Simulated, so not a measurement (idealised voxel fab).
Process module heading - voxel self aligned contacts
Shown is cross-section cut, with a width of 270 nm and square cells of size 5 nm.
Cross-section, as written here: a square-cell grid given band by band from the top down, where a band holds one or more rows of cells.
First you get the band's top height and its bottom height, in nm, and then the materials it's made of, left to right, with each width in nm. If you see a single material with "everywhere", that one covers the band edge to edge. "empty" is empty space.
Beneath 0, the wafer as received is one material, and that level is where height counting begins. The lowest band goes on downward without a bottom; it is written like "0..down".
The expression "30->40" gives the width at the extremes of the band, the first number at its top row of cells and the second at its bottom row, with the width changing by equal amounts from each row to the next in between.
Take "identical to before" at face value: in the step it is given for, the cross-section changed in none of its cells.
What "Closed void table" gives you is every empty space of 8 cells or more that is cut off from the top. Each appears as width x height at distance, with the distance taken from the left edge and width, height and distance all in nm.
On each step's line, the part that comes after the settings is the simulator's own comment on the step.
overlay nm, on a step with a mask: how far to the right of its planned place the mask lay; to the left if negative

THE PROCESS STEPS THAT WERE PLANNED ARE LISTED BELOW
1) op RECEIVE | material Si
2) op OXIDIZE | depth nm 5
3) op DIRECTIONAL_DEP | material polySi | thk nm 20
4) op DIRECTIONAL_DEP | material SiN | thk nm 20
5) op MASKED_ETCH | tone cover | mask id GATE | width nm 25 | pitch nm 60 | etch materials SiN | depth nm 20 | overlay nm 0
6) op MASKED_ETCH | tone cover | mask id GATE | width nm 25 | pitch nm 60 | etch materials polySi | depth nm 10 | overlay nm 0
7) op CONFORMAL_DEP | material SiN | thk nm 5
8) op DIRECTIONAL_ETCH | etch materials SiN | depth nm 5
9) op FILL_DEP | material SiO2 | thk nm 10
10) op CMP | height nm 45
11) op PATTERN | tone open | mask id CONTACT | material resist | width nm 45 | thk nm 15 | overlay nm 0
12) op DIRECTIONAL_ETCH | etch materials SiO2 | depth nm 50
13) op STRIP | etch materials resist
14) op CONFORMAL_DEP | material TiN | thk nm 5
15) op FILL_DEP | material W | thk nm 5
16) op CMP | height nm 45
17) op CONFORMAL_DEP | material SiCN | thk nm 5
Across this set of wafers, the varied parameter is the depth nm of step 6. Starting conditions are identical for every wafer, and the plan reports the value assigned to the first wafer.

STEP 1 COMPLETE: AS-RECEIVED CROSS-SECTION OF THE FIRST OF SEVERAL WAFERS
	0..down: Si everywhere
	Closed void table: none

FIRST OF SEVERAL WAFERS IN CROSS-SECTION AT MODULE END, FOLLOWING THE FINAL STEP, STEP 17
	50..45: SiCN everywhere
	45..40: SiO2 110 nm; TiN 15 nm; W 15 nm; TiN 15 nm; SiO2 115 nm
	40..20: SiO2 85 nm; SiN 35 nm; TiN 5 nm; W 15 nm; TiN 5 nm; SiN 35 nm; SiO2 90 nm
	20..15: SiO2 85 nm; SiN 5 nm; polySi 25 nm; SiN 5 nm; TiN 5 nm; W 15 nm; TiN 5 nm; SiN 5 nm; polySi 25 nm; SiN 5 nm; SiO2 90 nm
	15..10: SiO2 85 nm; SiN 5 nm; polySi 25 nm; SiN 5 nm; TiN 25 nm; SiN 5 nm; polySi 25 nm; SiN 5 nm; SiO2 90 nm
	10..0: polySi everywhere
	0..-5: SiO2 everywhere
	-5..down: Si everywhere
	Closed void table: none

HERE'S THE LAST WAFER CROSS-SECTIONED AT THE END OF THE MODULE
	50..45: SiCN everywhere
	45..40: SiO2 110 nm; TiN 15 nm; W 15 nm; TiN 15 nm; SiO2 115 nm
	40..20: SiO2 85 nm; SiN 35 nm; TiN 5 nm; W 15 nm; TiN 5 nm; SiN 35 nm; SiO2 90 nm
	20..0: SiO2 85 nm; SiN 5 nm; polySi 25 nm; SiN 5 nm; TiN 5 nm; W 15 nm; TiN 5 nm; SiN 5 nm; polySi 25 nm; SiN 5 nm; SiO2 90 nm
	0..-5: SiO2 120 nm; TiN 25 nm; SiO2 125 nm
	-5..down: Si everywhere
	Closed void table: none

SO IN THIS TABLE EVERY WAFER GETS ITS OWN ROW, AND WHAT YOU SEE IS WHERE IT STANDS AT THE END OF THE MODULE: FOR EACH MATERIAL, HOW MANY CELLS IT PICKED UP (+) OR GAVE UP (-) SINCE WE RECEIVED IT, AND AFTER THAT ITS CLOSED VOIDS
depth nm 10 | -54 Si | +54 SiCN | +64 SiN | +309 SiO2 | +21 TiN | +18 W | +128 polySi | Closed void table: none
depth nm 15 | -54 Si | +54 SiCN | +68 SiN | +344 SiO2 | +23 TiN | +21 W | +84 polySi | Closed void table: none
depth nm 20 | -54 Si | +54 SiCN | +72 SiN | +374 SiO2 | +27 TiN | +27 W | +40 polySi | Closed void table: none
depth nm 25 | -54 Si | +54 SiCN | +72 SiN | +374 SiO2 | +27 TiN | +27 W | +40 polySi | Closed void table: none
depth nm 30 | -54 Si | +54 SiCN | +72 SiN | +374 SiO2 | +27 TiN | +27 W | +40 polySi | Closed void table: none
depth nm 35 | -54 Si | +54 SiCN | +72 SiN | +374 SiO2 | +27 TiN | +27 W | +40 polySi | Closed void table: none
